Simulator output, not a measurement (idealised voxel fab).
process module | voxel double patterning
cross-section cut | 170 nm wide | cells 5 nm
A cross-section is a grid of square cells, given in bands from the top down. A band is one or more rows of cells.
Each band's line starts with the height of the band's top and of its bottom, in nm. Then come its materials from left to right, each with its width in nm. One material with "throughout" fills the band from edge to edge. "air" is empty space.
Height 0 is the level under which the wafer as received is all one material. The lowest band goes on downwards, as in "0 down".
A width such as "30 to 40" changes by the same amount from each row of cells to the next, from the band's top row to its bottom row.
"no change" after a step means that no cell of the cross-section changed.
closed voids: empty space of 8 cells or more with no open way to the top, each as width x height at its distance from the left edge, in nm
after a step's settings: what the simulator itself notes on the step
overlay nm, on a step with a mask: how far to the right of its planned place the mask lay; to the left if negative
plan
1 op RECEIVE | material Si
2 op CONFORMAL_DEP | material SiN | thk nm 10
3 op DIRECTIONAL_DEP | material SiO2 | thk nm 10
4 op DIRECTIONAL_DEP | material SiCN | thk nm 5
5 op DIRECTIONAL_DEP | material aC | thk nm 15
6 op PATTERN | tone open | mask id FIRST | material resist | width nm 15 | pitch nm 50 | thk nm 30 | overlay nm 0
7 op DIRECTIONAL_ETCH | etch materials aC | depth nm 15
8 op STRIP | etch materials resist
9 op DIRECTIONAL_ETCH | etch materials SiCN | depth nm 5
10 op STRIP | etch materials aC
11 op DIRECTIONAL_DEP | material aC | thk nm 15
12 op PATTERN | tone open | mask id SECOND | material resist | width nm 15 | pitch nm 50 | thk nm 30 | overlay nm 0
13 op DIRECTIONAL_ETCH | etch materials aC | depth nm 15
14 op STRIP | etch materials resist
15 op DIRECTIONAL_ETCH | etch materials SiCN | depth nm 5
16 op STRIP | etch materials aC
17 op DIRECTIONAL_ETCH | etch materials SiO2 | depth nm 10
18 op STRIP | etch materials SiCN
varied across the wafers: width nm of step 12. The plan shows the first wafer's value. All wafers start alike
first wafer as received, after step 1
  0 down: Si throughout
  closed voids: none
each wafer at the end: cells of each material gained (+) or lost (-) since it was received, then its closed voids
width nm 15 | +68 SiN | +38 SiO2 | closed voids: none
width nm 20 | +68 SiN | +34 SiO2 | closed voids: none
width nm 25 | +68 SiN | +30 SiO2 | closed voids: none
width nm 30 | +68 SiN | +26 SiO2 | closed voids: none
